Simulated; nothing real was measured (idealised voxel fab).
Module name: voxel self aligned contacts (process module)
215 nm wide, 5 nm square cells: that's cross-section cut.
A cross-section in this document is a grid of square cells, and it is written down as bands, the top band listed before the ones below it; a band is made up of one or more rows of cells. Heights first: top, then bottom, in nm. Then materials, left to right, each with a width in nm. "full width" on a single material: fills the band edge to edge. "blank": empty space. Heights are reckoned from 0. Under this level, the received wafer is all of one material. The bottommost band is open-ended downward, for example "0 nm and below". The expression "30..40" gives the width at the extremes of the band, the first number at its top row of cells and the second at its bottom row, with the width changing by equal amounts from each row to the next in between. "nothing changed" -> step changed no cross-section cell. If an empty space has no open way to the top and is at least 8 cells in size, "Closed void list" lists it, written width x height at distance, where distance is measured from the left edge and every value is in nm. Whatever follows a step's settings on its line is a remark the simulator itself makes about that step. overlay nm, on a step with a mask: how far to the right of its planned place the mask lay; to the left if negative.
Planned process steps:
- 1: RECEIVE: material Si
- 2: CONFORMAL_DEP: material SiO2, thk nm 5
- 3: DIRECTIONAL_DEP: material polySi, thk nm 20
- 4: DIRECTIONAL_DEP: material SiN, thk nm 25
- 5: MASKED_ETCH: tone cover, mask id GATE, width nm 25, pitch nm 65, etch materials SiN, depth nm 25, overlay nm 0
- 6: MASKED_ETCH: tone cover, mask id GATE, width nm 15, pitch nm 65, etch materials polySi, depth nm 20, overlay nm 0
- 7: CONFORMAL_DEP: material SiN, thk nm 10
- 8: DIRECTIONAL_ETCH: etch materials SiN, depth nm 10
- 9: FILL_DEP: material SiO2, thk nm 20
- 10: CMP: height nm 60
- 11: DIRECTIONAL_DEP: material aC, thk nm 15
- 12: PATTERN: tone open, mask id CONTACT, material resist, width nm 50, pitch nm 65, thk nm 35, overlay nm 0
- 13: DIRECTIONAL_ETCH: etch materials aC, depth nm 15
- 14: STRIP: etch materials resist
- 15: DIRECTIONAL_ETCH: etch materials SiO2, depth nm 60
- 16: STRIP: etch materials aC
- 17: CONFORMAL_DEP: material TiN, thk nm 5
- 18: FILL_DEP: material Ru, thk nm 5
- 19: CMP: height nm 60
- 20: CONFORMAL_DEP: material SiCN, thk nm 5
Where the wafers of this document differ is in the width nm of step 6; they start out the same, and the plan states the value that applied to the first wafer.
Here's the first of the wafers in cross-section, just as we got it, i.e. after step 1:
	0 nm and below = Si full width
	Closed void list: none
Cross-section, first of several wafers, end of module, after last step 20:
	65 nm to 60 nm = SiCN full width
	60 nm to 50 nm = SiO2 50; TiN 5..20; Ru 40..10; TiN 5..20; SiO2 15; TiN 5..20; Ru 40..10; TiN 5..20; SiO2 50
	50 nm to 25 nm = SiO2 20; SiN 45; TiN 5; Ru 10; TiN 5; SiN 45; TiN 5; Ru 10; TiN 5; SiN 45; SiO2 20
	25 nm to 5 nm = SiO2 20; SiN 10; polySi 25; SiN 10; TiN 5; Ru 10; TiN 5; SiN 10; polySi 25; SiN 10; TiN 5; Ru 10; TiN 5; SiN 10; polySi 25; SiN 10; SiO2 20
	5 nm to 0 nm = SiO2 65; TiN 20; SiO2 45; TiN 20; SiO2 65
	0 nm and below = Si full width
	Closed void list: none
So this is the cross-section on the last wafer at the end of the module:
	65 nm to 60 nm = SiCN full width
	60 nm to 50 nm = SiO2 50; TiN 5..20; Ru 40..10; TiN 5..20; SiO2 15; TiN 5..20; Ru 40..10; TiN 5..20; SiO2 50
	50 nm to 30 nm = SiO2 20; SiN 45; TiN 5; Ru 10; TiN 5; SiN 45; TiN 5; Ru 10; TiN 5; SiN 45; SiO2 20
	30 nm to 25 nm = SiO2 20; SiN 45; TiN 20; SiN 45; TiN 20; SiN 45; SiO2 20
	25 nm to 5 nm = SiO2 15; SiN 10; polySi 40; SiN 10; TiN 5; SiN 10; polySi 40; SiN 10; TiN 5; SiN 10; polySi 40; SiN 10; SiO2 10
	5 nm to 0 nm = SiO2 75; TiN 5; SiO2 60; TiN 5; SiO2 70
	0 nm and below = Si full width
	Closed void list: none
So in this table every wafer gets its own row, and what you see is where it stands at the end of the module: for each material, how many cells it picked up (+) or gave up (-) since we received it, and after that its closed voids:
width nm 15; +56 Ru; +43 SiCN; +183 SiN; +153 SiO2; +64 TiN; +60 polySi; Closed void list: none
width nm 20; +56 Ru; +43 SiCN; +183 SiN; +153 SiO2; +64 TiN; +60 polySi; Closed void list: none
width nm 25; +56 Ru; +43 SiCN; +183 SiN; +153 SiO2; +64 TiN; +60 polySi; Closed void list: none
width nm 30; +46 Ru; +43 SiCN; +183 SiN; +151 SiO2; +64 TiN; +72 polySi; Closed void list: none
width nm 35; +36 Ru; +43 SiCN; +183 SiN; +149 SiO2; +64 TiN; +84 polySi; Closed void list: none
width nm 40; +36 Ru; +43 SiCN; +183 SiN; +147 SiO2; +54 TiN; +96 polySi; Closed void list: none
